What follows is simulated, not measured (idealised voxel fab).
process module | voxel gate over fins
cross-section cut | 200 nm wide | cells 5 nm
A cross-section is a grid of square cells, given in bands from the top down. A band is one or more rows of cells.
Each band's line starts with the height of the band's top and of its bottom, in nm. Then come its materials from left to right, each with its width in nm. One material with "throughout" fills the band from edge to edge. "air" is empty space.
Height 0 is the level under which the wafer as received is all one material. The lowest band goes on downwards, as in "0 down".
A width such as "30 to 40" changes by the same amount from each row of cells to the next, from the band's top row to its bottom row.
"no change" after a step means that no cell of the cross-section changed.
closed voids: empty space of 8 cells or more with no open way to the top, each as width x height at its distance from the left edge, in nm
after a step's settings: what the simulator itself notes on the step
overlay nm, on a step with a mask: how far to the right of its planned place the mask lay; to the left if negative
plan
1 op RECEIVE | material Si
2 op CONFORMAL_DEP | material SiN | thk nm 10
3 op PATTERN | tone cover | mask id FINS | material resist | width nm 15 | pitch nm 35 | thk nm 15 | overlay nm -15
4 op DIRECTIONAL_ETCH | etch materials SiN | depth nm 10
5 op DIRECTIONAL_ETCH | etch materials Si | depth nm 40
6 op STRIP | etch materials resist
7 op OXIDIZE | depth nm 5
8 op FILL_DEP | material SiO2 | thk nm 5
9 op CMP | height nm 10
10 op SELECTIVE_ETCH | etch materials SiO2 | depth nm 20
11 op STRIP | etch materials SiN
12 op CONFORMAL_DEP | material HfO2 | thk nm 5
13 op CONFORMAL_DEP | material TiN | thk nm 5
14 op FILL_DEP | material W | thk nm 15
15 op CMP | height nm 20
16 op CONFORMAL_DEP | material SiCN | thk nm 10
varied across the wafers: overlay nm of step 3. The plan shows the first wafer's value. All wafers start alike
first wafer as received, after step 1
  0 down: Si throughout
  closed voids: none
each wafer at the end: cells of each material gained (+) or lost (-) since it was received, then its closed voids
overlay nm -15 | +48 HfO2 | -342 Si | +80 SiCN | +266 SiO2 | +48 TiN | +140 W | closed voids: none
overlay nm -10 | +48 HfO2 | -342 Si | +80 SiCN | +266 SiO2 | +48 TiN | +140 W | closed voids: none
overlay nm -5 | +48 HfO2 | -342 Si | +80 SiCN | +266 SiO2 | +48 TiN | +140 W | closed voids: none
overlay nm 0 | +48 HfO2 | -342 Si | +80 SiCN | +266 SiO2 | +48 TiN | +140 W | closed voids: none
overlay nm 5 | +48 HfO2 | -342 Si | +80 SiCN | +266 SiO2 | +48 TiN | +140 W | closed voids: none
overlay nm 10 | +48 HfO2 | -342 Si | +80 SiCN | +266 SiO2 | +48 TiN | +140 W | closed voids: none
overlay nm 15 | +48 HfO2 | -342 Si | +80 SiCN | +266 SiO2 | +48 TiN | +140 W | closed voids: none
